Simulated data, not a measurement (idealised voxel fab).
This section sets out a process module, namely voxel capacitor over wiring.
Cross-sectional view cut (width: 290 nm; square cell size: 5 nm).
Cross-sections here: square-cell grids, written as top-down lists of bands, a band being one or more rows of cells. Top height, bottom height, nm. Materials left to right, width each, nm. Single material + "edge to edge" = fills band edge to edge. "air" = empty. Measure heights from 0. That's the level where, below it, the as-received wafer is all one material. The lowest band is bottomless and extends downward; write it as in "from 0 down". When a width is written as two numbers, as in "30..40", the first number is the width in the top row of cells of the band and the second is the width in its bottom row, and the width changes by the same amount from each row to the next. "no change" (step): cross-section cells unchanged, all of them. Under "Voids lacking openings" you'll find the enclosed gaps, the ones with no way out to the top, that are 8 cells or bigger; each reads width x height at distance, with distance counted from the left edge, everything in nm. after a step's settings: what the simulator itself notes on the step. The setting "overlay nm" may be written on the line of a step. When the step uses a mask, the value reports how far to the right of the planned place the mask lay, and a negative value reports that it lay to the left.
The following list gives the planned process steps
1) RECEIVE: material Si
2) CONFORMAL_DEP: material SiO2, thk nm 15
3) DIRECTIONAL_DEP: material TiN, thk nm 5
4) DIRECTIONAL_DEP: material W, thk nm 25
5) DIRECTIONAL_DEP: material aC, thk nm 15
6) PATTERN: tone cover, mask id METAL_1, material resist, width nm 30, pitch nm 90, thk nm 30, overlay nm 0
7) DIRECTIONAL_ETCH: etch materials aC, depth nm 15
8) STRIP: etch materials resist
9) DIRECTIONAL_ETCH: etch materials W, depth nm 25
10) DIRECTIONAL_ETCH: etch materials TiN, depth nm 5
11) STRIP: etch materials aC
12) FILL_DEP: material SiO2, thk nm 5
13) CMP: height nm 45
14) CONFORMAL_DEP: material SiCN, thk nm 5
15) DIRECTIONAL_DEP: material lowk, thk nm 20
16) MASKED_ETCH: tone open, mask id PLUG_1, width nm 15, etch materials lowk, depth nm 20, overlay nm 0
17) MASKED_ETCH: tone open, mask id PLUG_1, width nm 15, etch materials SiCN, depth nm 5, overlay nm 0
18) CONFORMAL_DEP: material TiN, thk nm 5
19) FILL_DEP: material W, thk nm 10
20) CMP: height nm 70
21) DIRECTIONAL_DEP: material TiN, thk nm 10
22) DIRECTIONAL_DEP: material Al2O3, thk nm 5
23) DIRECTIONAL_DEP: material TiN, thk nm 10
24) DIRECTIONAL_DEP: material aC, thk nm 15
25) PATTERN: tone cover, mask id UPPER_PLATE, material resist, width nm 65, thk nm 35, overlay nm 0
26) DIRECTIONAL_ETCH: etch materials aC, depth nm 15
27) STRIP: etch materials resist
28) DIRECTIONAL_ETCH: etch materials TiN, depth nm 10
29) DIRECTIONAL_ETCH: etch materials Al2O3, depth nm 5
30) STRIP: etch materials aC
31) PATTERN: tone cover, mask id LOWER_PLATE, material resist, width nm 75, thk nm 15, overlay nm 0
32) DIRECTIONAL_ETCH: etch materials TiN, depth nm 10
33) STRIP: etch materials resist
34) FILL_DEP: material SiO2, thk nm 15
35) CMP: height nm 105
36) MASKED_ETCH: tone open, mask id PLUG_2, width nm 15, etch materials SiO2, depth nm 10, overlay nm 0
37) CONFORMAL_DEP: material TiN, thk nm 5
38) FILL_DEP: material Cu, thk nm 5
39) CMP: height nm 105
40) CONFORMAL_DEP: material SiCN, thk nm 5
Incoming wafer in cross-section (state: after step 1)
    from 0 down | Si edge to edge
    Voids lacking openings: none
Run as planned - first of the two wafers cross-sectioned at the end of the module
    from 110 to 105 | SiCN edge to edge
    from 105 to 100 | SiO2: 110  TiN: 5  Cu: 5  TiN: 5  SiO2: 165
    from 100 to 95 | SiO2: 110  TiN: 15  SiO2: 165
    from 95 to 85 | SiO2: 100  TiN: 65  SiO2: 125
    from 85 to 80 | SiO2: 100  Al2O3: 65  SiO2: 125
    from 80 to 70 | SiO2: 95  TiN: 75  SiO2: 120
    from 70 to 50 | lowk: 100  TiN: 5  W: 5  TiN: 5  lowk: 175
    from 50 to 45 | SiCN: 100  TiN: 15  SiCN: 175
    from 45 to 20 | SiO2: 85  W: 30  SiO2: 60  W: 30  SiO2: 85
    from 20 to 15 | SiO2: 85  TiN: 30  SiO2: 60  TiN: 30  SiO2: 85
    from 15 to 0 | SiO2 edge to edge
    from 0 down | Si edge to edge
    Voids lacking openings: none
Same start, same plan as the first wafer - but one mistake in the run. Cross-section of the second of the two at the end of the module
    from 110 to 105 | SiCN edge to edge
    from 105 to 100 | SiO2: 110  TiN: 5  Cu: 5  TiN: 5  SiO2: 165
    from 100 to 95 | SiO2: 110  TiN: 15  SiO2: 165
    from 95 to 90 | SiO2 edge to edge
    from 90 to 80 | SiO2: 100  TiN: 65  SiO2: 125
    from 80 to 70 | SiO2: 95  TiN: 75  SiO2: 120
    from 70 to 50 | lowk: 100  TiN: 5  W: 5  TiN: 5  lowk: 175
    from 50 to 45 | SiCN: 100  TiN: 15  SiCN: 175
    from 45 to 20 | SiO2: 85  W: 30  SiO2: 60  W: 30  SiO2: 85
    from 20 to 15 | SiO2: 85  TiN: 30  SiO2: 60  TiN: 30  SiO2: 85
    from 15 to 0 | SiO2 edge to edge
    from 0 down | Si edge to edge
    Voids lacking openings: none
Want to know what went wrong? the plan's step 22 went unexecuted, having been skipped
Materials where the second wafer ends with more or fewer cells than the first: Al2O3 -13, SiO2 +13
